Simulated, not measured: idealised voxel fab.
Process module under the name voxel ribs on slabs
The figure presents cross-section cut, which has a width of 235 nm and is divided into square cells with an edge length of 5 nm.
Square cells in a grid make up a cross-section in this document, and the grid is given as bands, listed from the top down, each one or more rows of cells. Band: top height; bottom height; in nm. Then, left to right: material with width in nm, for each material. "all across": a single material spanning edge to edge. "empty": empty space. Height reference: 0 = level under which incoming wafer is all one material. Lowest band: no bottom, runs on downward, e.g. "0 down". Width spec "30->40" -> top row of cells at first value, bottom row at second value, equal per-row change in between. When a step is marked "changes: none", none of the cells in the cross-section changed during that step. What "Cavities, closed" gives you is every empty space of 8 cells or more that is cut off from the top. Each appears as width x height at distance, with the distance taken from the left edge and width, height and distance all in nm. Step line, after settings: the simulator's comment on this step. When a step includes a mask, the "overlay nm" setting on its line states how far to the right of its planned place that mask lay, and negative values state how far to the left.
The steps planned for the process are as follows:
1. RECEIVE, material Si
2. DIRECTIONAL_DEP, material SiO2, thk nm 25
3. DIRECTIONAL_DEP, material polySi, thk nm 20
4. DIRECTIONAL_DEP, material aC, thk nm 10
5. PATTERN, tone cover, mask id RIB, material resist, width nm 30, thk nm 25, overlay nm 0
6. DIRECTIONAL_ETCH, etch materials aC, depth nm 10
7. STRIP, etch materials resist
8. DIRECTIONAL_ETCH, etch materials polySi, depth nm 10
9. STRIP, etch materials aC
10. MASKED_ETCH, tone cover, mask id SLAB, width nm 80, etch materials polySi, depth nm 10, overlay nm 0
11. FILL_DEP, material SiO2, thk nm 25
12. CMP, height nm 60
13. DIRECTIONAL_DEP, material TiN, thk nm 5
14. PATTERN, tone cover, mask id HEATER, material resist, width nm 40, thk nm 15, overlay nm 0
15. DIRECTIONAL_ETCH, etch materials TiN, depth nm 5
16. STRIP, etch materials resist
17. CONFORMAL_DEP, material SiO2, thk nm 5
First wafer of two (run as planned):
The cross-section here shows the wafer as received, i.e. in its state after step 1:
    0 down = Si all across
    Cavities, closed: none
Cross-sectional representation of the wafer at the conclusion of step 2:
    25 to 0 = SiO2 all across
    Under 0: no change, same as before.
Cross-sectional representation of the wafer at the conclusion of step 3:
    45 to 25 = polySi all across
    Under 25: no change, same as before.
Cross-sectional representation of the wafer at the conclusion of step 4:
    55 to 45 = aC all across
    Under 45: no change, same as before.
Cross-sectional representation of the wafer at the conclusion of step 5:
    80 to 55 = empty (100) | resist (30) | empty (105)
    Under 55: no change, same as before.
Cross-sectional representation of the wafer at the conclusion of step 6:
    70 to 55 = empty (100) | resist (30) | empty (105)
    55 to 45 = empty (100) | aC (30) | empty (105)
    Under 45: no change, same as before.
Cross-sectional representation of the wafer at the conclusion of step 7:
    55 to 45 = empty (100) | aC (30) | empty (105)
    Under 45: no change, same as before.
Cross-sectional representation of the wafer at the conclusion of step 8:
    55 to 45 = empty (100) | aC (30) | empty (105)
    45 to 35 = empty (100) | polySi (30) | empty (105)
    Under 35: no change, same as before.
Cross-sectional representation of the wafer at the conclusion of step 9:
    45 to 35 = empty (100) | polySi (30) | empty (105)
    Under 35: no change, same as before.
Cross-sectional representation of the wafer at the conclusion of step 10:
    45 to 35 = empty (100) | polySi (30) | empty (105)
    35 to 25 = empty (75) | polySi (80) | empty (80)
    Under 25: no change, same as before.
Cross-sectional representation of the wafer at the conclusion of step 11:
    70 to 45 = SiO2 all across
    45 to 35 = SiO2 (100) | polySi (30) | SiO2 (105)
    35 to 25 = SiO2 (75) | polySi (80) | SiO2 (80)
    Under 25: no change, same as before.
Cross-sectional representation of the wafer at the conclusion of step 12:
    60 to 45 = SiO2 all across
    Under 45: no change, same as before.
Cross-sectional representation of the wafer at the conclusion of step 13:
    65 to 60 = TiN all across
    Under 60: no change, same as before.
Cross-sectional representation of the wafer at the conclusion of step 14:
    80 to 65 = empty (95) | resist (40) | empty (100)
    Under 65: no change, same as before.
Cross-sectional representation of the wafer at the conclusion of step 15:
    80 to 65 = empty (95) | resist (40) | empty (100)
    65 to 60 = empty (95) | TiN (40) | empty (100)
    Under 60: no change, same as before.
Cross-sectional representation of the wafer at the conclusion of step 16:
    65 to 60 = empty (95) | TiN (40) | empty (100)
    Under 60: no change, same as before.
Cross-sectional representation of the wafer at the conclusion of step 17:
    70 to 65 = empty (90) | SiO2 (50) | empty (95)
    65 to 60 = SiO2 (95) | TiN (40) | SiO2 (100)
    Under 60: no change, same as before.
Second wafer: same start and same plan as the first, one execution error; identical to the first through step 13:
Cross-section, second wafer, at the end time the plan gives for step 14:
    80 to 65 = resist (95) | empty (40) | resist (100)
    Under 65: no change, same as before.
Cross-section, second wafer, at the end time the plan gives for step 15:
    80 to 65 = resist (95) | empty (40) | resist (100)
    65 to 60 = TiN (95) | empty (40) | TiN (100)
    Under 60: no change, same as before.
Cross-section, second wafer, at the end time the plan gives for step 16:
    65 to 60 = TiN (95) | empty (40) | TiN (100)
    Under 60: no change, same as before.
Cross-section, second wafer, at the end time the plan gives for step 17:
    70 to 65 = SiO2 (100) | empty (30) | SiO2 (105)
    65 to 60 = TiN (95) | SiO2 (40) | TiN (100)
    Under 60: no change, same as before.
Processing error: step 14 did not use the planned setting and instead ran as PATTERN, tone open, mask id HEATER, material resist, width nm 40, thk nm 15, overlay nm 0
Bottom line after processing is that, in cells, the second wafer is up or down on some materials versus the first: TiN: 31 more
